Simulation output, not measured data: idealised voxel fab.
The process module presented herein is designated voxel capacitor over wiring.
The width of the displayed cross-section, cut, is 150 nm; its cells are square, with a size of 5 nm.
Just so we're on the same page, the cross-sections are grids of square cells, and they're listed out in bands top to bottom, each band one or more rows deep. First you get the band's top height and its bottom height, in nm, and then the materials it's made of, left to right, with each width in nm. If you see a single material with "throughout", that one covers the band edge to edge. "empty" is empty space. A quick word on heights: they are counted from 0, and under that level the wafer as it came to us is one material throughout. The lowest band is different from the rest in having no bottom; it simply continues downward, written as in "z 0 and below". Think of "30..40" as a width that walks from the first number to the second as you go down the band, top row to bottom row, taking equal-sized steps from row to row. Reading "no change" for a step: not a cell of the cross-section changed in it. You'll see "Unvented voids" listing empty spaces that have no way open to the top, as long as they're 8 cells or more; the notation is width x height at distance, where the distance is from the left edge, and all of it is in nm. That trailing text on a step's line, after the settings, is the simulator's own remark on the step. "overlay nm" answers the question of how far to the right of plan the mask lay on a step that has a mask, and when it is negative the answer is to the left.

## Steps planned for the process
1) RECEIVE [material Si]
2) CONFORMAL_DEP [material SiO2] [thk nm 10]
3) DIRECTIONAL_DEP [material TiN] [thk nm 5]
4) DIRECTIONAL_DEP [material W] [thk nm 15]
5) MASKED_ETCH [tone cover] [mask id METAL_1] [width nm 30] [pitch nm 90] [etch materials W] [depth nm 15] [overlay nm 0]
6) MASKED_ETCH [tone cover] [mask id METAL_1] [width nm 30] [pitch nm 90] [etch materials TiN] [depth nm 5] [overlay nm 0]
7) CONFORMAL_DEP [material SiN] [thk nm 5]
8) FILL_DEP [material SiO2] [thk nm 5]
9) CMP [height nm 30]
10) CONFORMAL_DEP [material SiCN] [thk nm 5]
11) DIRECTIONAL_DEP [material SiO2] [thk nm 10]
12) MASKED_ETCH [tone open] [mask id PLUG_1] [width nm 15] [etch materials SiO2] [depth nm 10] [overlay nm 0]
13) MASKED_ETCH [tone open] [mask id PLUG_1] [width nm 15] [etch materials SiCN] [depth nm 5] [overlay nm 0]
14) EPI [material Ru] [thk nm 10]
15) EPI [material Ru] [thk nm 5]
16) DIRECTIONAL_DEP [material TiN] [thk nm 5]
17) DIRECTIONAL_DEP [material Al2O3] [thk nm 5]
18) DIRECTIONAL_DEP [material TiN] [thk nm 10]
19) DIRECTIONAL_DEP [material aC] [thk nm 10]
20) PATTERN [tone cover] [mask id UPPER_PLATE] [material resist] [width nm 65] [thk nm 30] [overlay nm 0]
21) DIRECTIONAL_ETCH [etch materials aC] [depth nm 10]
22) STRIP [etch materials resist]
23) DIRECTIONAL_ETCH [etch materials TiN] [depth nm 10]
24) DIRECTIONAL_ETCH [etch materials Al2O3] [depth nm 5]
25) STRIP [etch materials aC]
26) DIRECTIONAL_DEP [material aC] [thk nm 10]
27) PATTERN [tone cover] [mask id LOWER_PLATE] [material resist] [width nm 75] [thk nm 30] [overlay nm 0]
28) DIRECTIONAL_ETCH [etch materials aC] [depth nm 10]
29) STRIP [etch materials resist]
30) DIRECTIONAL_ETCH [etch materials TiN] [depth nm 5]
31) STRIP [etch materials aC]
32) FILL_DEP [material SiO2] [thk nm 20]
33) CMP [height nm 80]
34) MASKED_ETCH [tone open] [mask id PLUG_2] [width nm 15] [etch materials SiO2] [depth nm 15] [overlay nm 0]
35) CONFORMAL_DEP [material TiN] [thk nm 5]
36) FILL_DEP [material W] [thk nm 5]
37) CMP [height nm 80]
38) CONFORMAL_DEP [material SiN] [thk nm 5]

## Cross-section of the wafer upon arrival, representing the state reached after step 1
* z 0 and below: Si throughout
* Unvented voids: none

## Post-module cross-section: identical start and plan to those above, one misstep in execution
* z 85 to 80: SiN throughout
* z 80 to 70: SiO2: 40 / TiN: 5 / W: 5 / TiN: 5 / SiO2: 95
* z 70 to 65: SiO2: 40 / TiN: 15 / SiO2: 95
* z 65 to 60: SiO2 throughout
* z 60 to 55: SiO2: 30 / TiN: 65 / SiO2: 55
* z 55 to 50: SiO2: 30 / Al2O3: 65 / SiO2: 55
* z 50 to 45: TiN: 25 / SiO2: 5 / TiN: 65 / SiO2: 5 / TiN: 50
* z 45 to 35: SiO2: 30 / Ru: 15 / SiO2: 105
* z 35 to 30: SiCN: 30 / Ru: 15 / SiCN: 105
* z 30 to 15: SiO2: 10 / SiN: 5 / W: 30 / SiN: 5 / SiO2: 50 / SiN: 5 / W: 30 / SiN: 5 / SiO2: 10
* z 15 to 10: SiN: 15 / TiN: 30 / SiN: 60 / TiN: 30 / SiN: 15
* z 10 to 0: SiO2 throughout
* z 0 and below: Si throughout
* Unvented voids: none
Nonconformance to the process plan: step 27 was run on a setting that differed from the plan, and what really ran there is PATTERN [tone open] [mask id LOWER_PLATE] [material resist] [width nm 75] [thk nm 30] [overlay nm 0]
